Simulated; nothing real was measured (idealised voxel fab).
Process module, titled voxel tone inversion
Pictured: cross-section cut, 250 nm wide, on a grid of 5 nm square cells.
If you're reading a cross-section in this doc, picture square cells in a grid; it comes to you as bands, top ones listed first down to the bottom, and a band can be one or more rows of cells. Basically the band line says how high the top is and how high the bottom is, in nm, and then what's in it from left to right, every material with its width in nm. Empty space shows up as "empty", and if a single material carries "everywhere" it runs the full band edge to edge. Measure heights from 0. That's the level where, below it, the as-received wafer is all one material. The lowest band is bottomless and extends downward; write it as in "0 -> down". A width given as "30->40" starts at the first number in the band's top row and ends at the second number in its bottom row, shifting by an equal amount at every step from row to row. The designation "nothing was modified", where it is given for a processing step, indicates that no cell of the cross-section was altered in the course of that step. Entry "Voids, fully enclosed". Content: empty spaces with no open connection to the top, size 8 cells or greater. Each: width x height at distance. Distance: from left edge. Unit: nm. What comes after the settings on a step's line is commentary from the simulator itself on that step. A step line may carry the setting "overlay nm", which, for steps involving a mask, states the distance by which the mask lay to the right of its intended position; negative values denote displacement to the left.

THIS SECTION LISTS THE PROCESS STEPS THAT WERE PLANNED
1: RECEIVE: material Si
2: CONFORMAL_DEP: material SiCN, thk nm 5
3: DIRECTIONAL_DEP: material polySi, thk nm 20
4: PATTERN: tone cover, mask id POSTS, material resist, width nm 25, pitch nm 50, thk nm 25, overlay nm 0
5: DIRECTIONAL_ETCH: etch materials polySi, depth nm 20
6: STRIP: etch materials resist
7: FILL_DEP: material lowk, thk nm 5
8: CMP: height nm 25
9: STRIP: etch materials polySi
10: CONFORMAL_DEP: material TiN, thk nm 5
11: FILL_DEP: material Ru, thk nm 5
12: CMP: height nm 25
13: CONFORMAL_DEP: material SiCN, thk nm 5

FIRST WAFER OUT OF TWO, PROCESSED AS PLANNED

RECEIVED-STATE CROSS-SECTION, REFLECTING COMPLETION OF STEP 1
	0 -> down: Si everywhere
	Voids, fully enclosed: none

CROSS-SECTION OF THE WAFER SUBSEQUENT TO STEP 2
	5 -> 0: SiCN everywhere
	All layers under 0 are left as they were.

CROSS-SECTION OF THE WAFER SUBSEQUENT TO STEP 3
	25 -> 5: polySi everywhere
	All layers under 5 are left as they were.

CROSS-SECTION OF THE WAFER SUBSEQUENT TO STEP 4
	50 -> 25: empty: 85; resist: 25; empty: 25; resist: 25; empty: 90
	All layers under 25 are left as they were.

CROSS-SECTION OF THE WAFER SUBSEQUENT TO STEP 5
	50 -> 25: empty: 85; resist: 25; empty: 25; resist: 25; empty: 90
	25 -> 5: empty: 85; polySi: 25; empty: 25; polySi: 25; empty: 90
	All layers under 5 are left as they were.

CROSS-SECTION OF THE WAFER SUBSEQUENT TO STEP 6
	25 -> 5: empty: 85; polySi: 25; empty: 25; polySi: 25; empty: 90
	All layers under 5 are left as they were.

CROSS-SECTION OF THE WAFER SUBSEQUENT TO STEP 7
	30 -> 25: lowk everywhere
	25 -> 5: lowk: 85; polySi: 25; lowk: 25; polySi: 25; lowk: 90
	All layers under 5 are left as they were.

CROSS-SECTION OF THE WAFER SUBSEQUENT TO STEP 8
	25 -> 5: lowk: 85; polySi: 25; lowk: 25; polySi: 25; lowk: 90
	All layers under 5 are left as they were.

CROSS-SECTION OF THE WAFER SUBSEQUENT TO STEP 9
	25 -> 5: lowk: 85; empty: 25; lowk: 25; empty: 25; lowk: 90
	All layers under 5 are left as they were.

CROSS-SECTION OF THE WAFER SUBSEQUENT TO STEP 10
	30 -> 25: TiN: 90; empty: 15; TiN: 35; empty: 15; TiN: 95
	25 -> 10: lowk: 85; TiN: 5; empty: 15; TiN: 5; lowk: 25; TiN: 5; empty: 15; TiN: 5; lowk: 90
	10 -> 5: lowk: 85; TiN: 25; lowk: 25; TiN: 25; lowk: 90
	All layers under 5 are left as they were.

CROSS-SECTION OF THE WAFER SUBSEQUENT TO STEP 11
	35 -> 30: Ru everywhere
	30 -> 25: TiN: 90; Ru: 15; TiN: 35; Ru: 15; TiN: 95
	25 -> 10: lowk: 85; TiN: 5; Ru: 15; TiN: 5; lowk: 25; TiN: 5; Ru: 15; TiN: 5; lowk: 90
	All layers under 10 are left as they were.

CROSS-SECTION OF THE WAFER SUBSEQUENT TO STEP 12
	25 -> 10: lowk: 85; TiN: 5; Ru: 15; TiN: 5; lowk: 25; TiN: 5; Ru: 15; TiN: 5; lowk: 90
	All layers under 10 are left as they were.

CROSS-SECTION OF THE WAFER SUBSEQUENT TO STEP 13
	30 -> 25: SiCN everywhere
	All layers under 25 are left as they were.

OKAY, SECOND WAFER. NOTHING DIFFERENT AT THE START, NOTHING DIFFERENT IN THE PLAN, JUST ONE MISTAKE SOMEWHERE IN THE RUNNING. AS FAR AS STEP 1, COUNTING THAT STEP, IT'S THE FIRST WAFER ALL OVER AGAIN

CROSS-SECTIONAL VIEW OF THE SECOND WAFER AT THE INTENDED END TIME OF PROCESS STEP 2
	20 -> 0: polySi everywhere
	All layers under 0 are left as they were.

CROSS-SECTIONAL VIEW OF THE SECOND WAFER AT THE INTENDED END TIME OF PROCESS STEP 3
	25 -> 20: SiCN everywhere
	All layers under 20 are left as they were.

CROSS-SECTIONAL VIEW OF THE SECOND WAFER AT THE INTENDED END TIME OF PROCESS STEP 4
	50 -> 25: empty: 85; resist: 25; empty: 25; resist: 25; empty: 90
	All layers under 25 are left as they were.

Cross-sectional view of the second wafer at the intended end time of process step 5: nothing was modified

CROSS-SECTIONAL VIEW OF THE SECOND WAFER AT THE INTENDED END TIME OF PROCESS STEP 6
	25 -> 20: SiCN everywhere
	All layers under 20 are left as they were.

CROSS-SECTIONAL VIEW OF THE SECOND WAFER AT THE INTENDED END TIME OF PROCESS STEP 7
	30 -> 25: lowk everywhere
	All layers under 25 are left as they were.

CROSS-SECTIONAL VIEW OF THE SECOND WAFER AT THE INTENDED END TIME OF PROCESS STEP 8
	25 -> 20: SiCN everywhere
	All layers under 20 are left as they were.

Cross-sectional view of the second wafer at the intended end time of process step 9: nothing was modified

CROSS-SECTIONAL VIEW OF THE SECOND WAFER AT THE INTENDED END TIME OF PROCESS STEP 10
	30 -> 25: TiN everywhere
	All layers under 25 are left as they were.

CROSS-SECTIONAL VIEW OF THE SECOND WAFER AT THE INTENDED END TIME OF PROCESS STEP 11
	35 -> 30: Ru everywhere
	All layers under 30 are left as they were.

CROSS-SECTIONAL VIEW OF THE SECOND WAFER AT THE INTENDED END TIME OF PROCESS STEP 12
	25 -> 20: SiCN everywhere
	All layers under 20 are left as they were.

CROSS-SECTIONAL VIEW OF THE SECOND WAFER AT THE INTENDED END TIME OF PROCESS STEP 13
	30 -> 20: SiCN everywhere
	All layers under 20 are left as they were.
what went wrong: ran 2 and 3 in swapped order versus the plan
Heads up, by the end the second wafer has more or fewer cells of some materials compared to the first: Ru: 18 fewer | TiN: 22 fewer | lowk: 160 fewer | polySi: 200 more
